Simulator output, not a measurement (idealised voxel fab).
process module | voxel fin reveal
Cross-section cut spans 220 nm and uses square cells 5 nm in size.
Throughout this document, each cross-section is represented as a grid of square cells and is presented as a sequence of bands enumerated from the top downward, where a band comprises one or more rows of cells.
This entry defines a band. It first specifies the height of the band's top and the height of its bottom in nm, and then specifies the band's materials from left to right, stating each material with its width in nm. The word "throughout" identifies a single material that fills the band from edge to edge, while the word "empty" identifies empty space.
Height datum 0, below which the as-received substrate wafer is one material. Lowest band open at the bottom, running downward: "z 0 and below".
A width given as "30..40" starts at the first number in the band's top row and ends at the second number in its bottom row, shifting by an equal amount at every step from row to row.
"no modifications", as given for a step, is the statement that not any cell of the cross-section underwent a change during that step.
The list in "Enclosed internal cavities" covers empty spaces of 8 cells or more that cannot reach the top through any open way, and it gives each as width x height at distance; the distance is from the left edge, and width, height and distance are in nm.
Post-settings text on a step line: simulator's own remark regarding the step.
overlay nm: mask offset rightward from planned place, masked step; negative means leftward offset.
-- Intended process steps
1 RECEIVE with material Si
2 CONFORMAL_DEP with material SiN, thk nm 10
3 MASKED_ETCH with tone cover, mask id FINS, width nm 15, pitch nm 35, etch materials SiN, depth nm 10, overlay nm 0
4 MASKED_ETCH with tone cover, mask id FINS, width nm 15, pitch nm 35, etch materials Si, depth nm 40, overlay nm 0
5 OXIDIZE with depth nm 5
6 FILL_DEP with material SiO2, thk nm 15
7 CMP with height nm 10
8 SELECTIVE_ETCH with etch materials SiO2, depth nm 30
9 STRIP with etch materials SiN
-- Received-state cross-section, reflecting completion of step 1
z 0 and below  Si throughout
Enclosed internal cavities: none
-- Wafer cross-section at module end: first of two, run to plan
z 0 to -20  empty=70 | Si=5 | empty=30 | Si=5 | empty=30 | Si=5 | empty=75
z -20 to -45  SiO2=70 | Si=5 | SiO2=30 | Si=5 | SiO2=30 | Si=5 | SiO2=75
z -45 and below  Si throughout
Enclosed internal cavities: none
-- Wafer two (of two), end-of-module cross-section: start = wafer one, plan = wafer one, one run mistake
z 10 to 0  empty=65 | SiN=15 | empty=20 | SiN=15 | empty=20 | SiN=15 | empty=70
z 0 to -20  empty=70 | Si=5 | empty=30 | Si=5 | empty=30 | Si=5 | empty=75
z -20 to -45  SiO2=70 | Si=5 | SiO2=30 | Si=5 | SiO2=30 | Si=5 | SiO2=75
z -45 and below  Si throughout
Enclosed internal cavities: none
What was the processing mistake? step 9 of the plan did not run at all; it was left out
At the finish, the second wafer shows more or fewer cells for some materials than the first does: SiN: 18 more
